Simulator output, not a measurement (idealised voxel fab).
Process module in this document: voxel wiring stack
The figure presents cross-section cut, which has a width of 160 nm and is divided into square cells with an edge length of 5 nm.
Notation: cross-section as square-cell grid; stated in bands, top first, going down; one or more cell rows per band.
First you get the band's top height and its bottom height, in nm, and then the materials it's made of, left to right, with each width in nm. If you see a single material with "throughout", that one covers the band edge to edge. "air" is empty space.
Heights are expressed relative to 0, this being the level below which the as-received wafer comprises one material exclusively. The lowest band is unbounded in the downward direction and is denoted as in "top 0, no bottom".
A width such as "30 to 40" changes by the same amount from each row of cells to the next, from the band's top row to its bottom row.
Key: "remains unaltered" - step with no changed cell in the cross-section.
Empty spaces counting at least 8 cells and having no open way to the top are listed in "Sealed void list". The notation width x height at distance is used for each, the distance being from the left edge and all three values in nm.
What comes after the settings on a step's line is commentary from the simulator itself on that step.
overlay nm: for a step with a mask, the amount by which the mask lay right of where it was planned; a negative amount means left of it.
[Intended process steps]
- 1: op RECEIVE | material Si
- 2: op CONFORMAL_DEP | material SiO2 | thk nm 15
- 3: op CONFORMAL_DEP | material SiN | thk nm 5
- 4: op DIRECTIONAL_DEP | material SiO2 | thk nm 25
- 5: op PATTERN | tone open | mask id METAL_1 | material resist | width nm 25 | pitch nm 45 | thk nm 15 | overlay nm 0
- 6: op DIRECTIONAL_ETCH | etch materials SiO2 | depth nm 25
- 7: op DIRECTIONAL_ETCH | etch materials SiN | depth nm 5
- 8: op STRIP | etch materials resist
- 9: op CONFORMAL_DEP | material TiN | thk nm 5
- 10: op FILL_DEP | material Ru | thk nm 10
- 11: op CMP | height nm 45
- 12: op CONFORMAL_DEP | material SiCN | thk nm 5
- 13: op DIRECTIONAL_DEP | material SiO2 | thk nm 30
- 14: op MASKED_ETCH | tone open | mask id METAL_2 | width nm 25 | pitch nm 45 | etch materials SiO2 | depth nm 20 | overlay nm 0
- 15: op PATTERN | tone open | mask id METAL_2_HOLES | material resist | width nm 15 | thk nm 20 | overlay nm 0
- 16: op DIRECTIONAL_ETCH | etch materials SiO2 | depth nm 10
- 17: op DIRECTIONAL_ETCH | etch materials SiCN | depth nm 5
- 18: op STRIP | etch materials resist
- 19: op CONFORMAL_DEP | material TiN | thk nm 5
- 20: op FILL_DEP | material Cu | thk nm 10
- 21: op CMP | height nm 80
- 22: op CONFORMAL_DEP | material SiCN | thk nm 5
- 23: op DIRECTIONAL_DEP | material lowk | thk nm 10
- 24: op MASKED_ETCH | tone open | mask id PLUG_2 | width nm 15 | etch materials lowk | depth nm 10 | overlay nm 0
- 25: op MASKED_ETCH | tone open | mask id PLUG_2 | width nm 15 | etch materials SiCN | depth nm 5 | overlay nm 0
- 26: op CONFORMAL_DEP | material TiN | thk nm 5
- 27: op FILL_DEP | material Cu | thk nm 5
- 28: op CMP | height nm 95
- 29: op CONFORMAL_DEP | material SiCN | thk nm 5
- 30: op DIRECTIONAL_DEP | material SiO2 | thk nm 20
- 31: op MASKED_ETCH | tone open | mask id METAL_3 | width nm 25 | pitch nm 45 | etch materials SiO2 | depth nm 20 | overlay nm 0
- 32: op MASKED_ETCH | tone open | mask id METAL_3 | width nm 25 | pitch nm 45 | etch materials SiCN | depth nm 5 | overlay nm 0
- 33: op CONFORMAL_DEP | material TiN | thk nm 5
- 34: op FILL_DEP | material Cu | thk nm 5
- 35: op CMP | height nm 120
- 36: op CONFORMAL_DEP | material SiCN | thk nm 5
[Incoming wafer, cross-sectional view, post step 1]
* top 0, no bottom | Si throughout
* Sealed void list: none
[Cross-sectional image of the first of two wafers at the end of the module, the run having proceeded as planned]
* top 125, bottom 120 | SiCN throughout
* top 120, bottom 100 | 45 of SiO2  5 of TiN  15 of Cu  5 of TiN  20 of SiO2  5 of TiN  15 of Cu  5 of TiN  45 of SiO2
* top 100, bottom 95 | 45 of SiCN  25 of TiN  20 of SiCN  25 of TiN  45 of SiCN
* top 95, bottom 85 | 45 of lowk  5 of TiN  5 of Cu  5 of TiN  100 of lowk
* top 85, bottom 80 | 45 of SiCN  15 of TiN  100 of SiCN
* top 80, bottom 65 | 45 of SiO2  5 of TiN  15 of Cu  5 of TiN  20 of SiO2  5 of TiN  15 of Cu  5 of TiN  45 of SiO2
* top 65, bottom 60 | 45 of SiO2  5 of TiN  5 of Cu  15 of TiN  20 of SiO2  25 of TiN  45 of SiO2
* top 60, bottom 50 | 45 of SiO2  5 of TiN  5 of Cu  5 of TiN  100 of SiO2
* top 50, bottom 45 | 45 of SiCN  15 of TiN  100 of SiCN
* top 45, bottom 20 | 45 of SiO2  5 of TiN  15 of Ru  5 of TiN  20 of SiO2  5 of TiN  15 of Ru  5 of TiN  45 of SiO2
* top 20, bottom 15 | 45 of SiN  25 of TiN  20 of SiN  25 of TiN  45 of SiN
* top 15, bottom 0 | SiO2 throughout
* top 0, no bottom | Si throughout
* Sealed void list: none
[Cross-sectional view of the second of two wafers upon completion of the module. This wafer shared its starting condition and process plan with the first; one error was made during its execution]
* top 125, bottom 120 | SiCN throughout
* top 120, bottom 100 | 45 of SiO2  5 of TiN  15 of Cu  5 of TiN  20 of SiO2  5 of TiN  15 of Cu  5 of TiN  45 of SiO2
* top 100, bottom 95 | 45 of SiCN  25 of TiN  20 of SiCN  25 of TiN  45 of SiCN
* top 95, bottom 85 | 45 of lowk  5 of TiN  5 of Cu  5 of TiN  100 of lowk
* top 85, bottom 80 | 45 of SiCN  15 of TiN  100 of SiCN
* top 80, bottom 65 | 45 of SiO2  5 of TiN  15 of Cu  5 of TiN  20 of SiO2  5 of TiN  15 of Cu  5 of TiN  45 of SiO2
* top 65, bottom 60 | 45 of SiO2  5 of TiN  5 of Cu  15 of TiN  20 of SiO2  25 of TiN  45 of SiO2
* top 60, bottom 50 | 45 of SiO2  5 of TiN  5 of Cu  5 of TiN  100 of SiO2
* top 50, bottom 45 | 45 of SiCN  15 of TiN  100 of SiCN
* top 45, bottom 25 | 45 of SiO2  5 of TiN  15 of Ru  5 of TiN  20 of SiO2  5 of TiN  15 of Ru  5 of TiN  45 of SiO2
* top 25, bottom 20 | 45 of SiN  25 of TiN  20 of SiN  25 of TiN  45 of SiN
* top 20, bottom 0 | SiO2 throughout
* top 0, no bottom | Si throughout
* Sealed void list: none
What broke from the plan during processing? in deviation from the planned setting, step 2 was conducted as op CONFORMAL_DEP | material SiO2 | thk nm 20
Final comparison by cell count, materials where the second wafer has more or fewer than the first: -6 Ru; +10 SiO2; -4 TiN
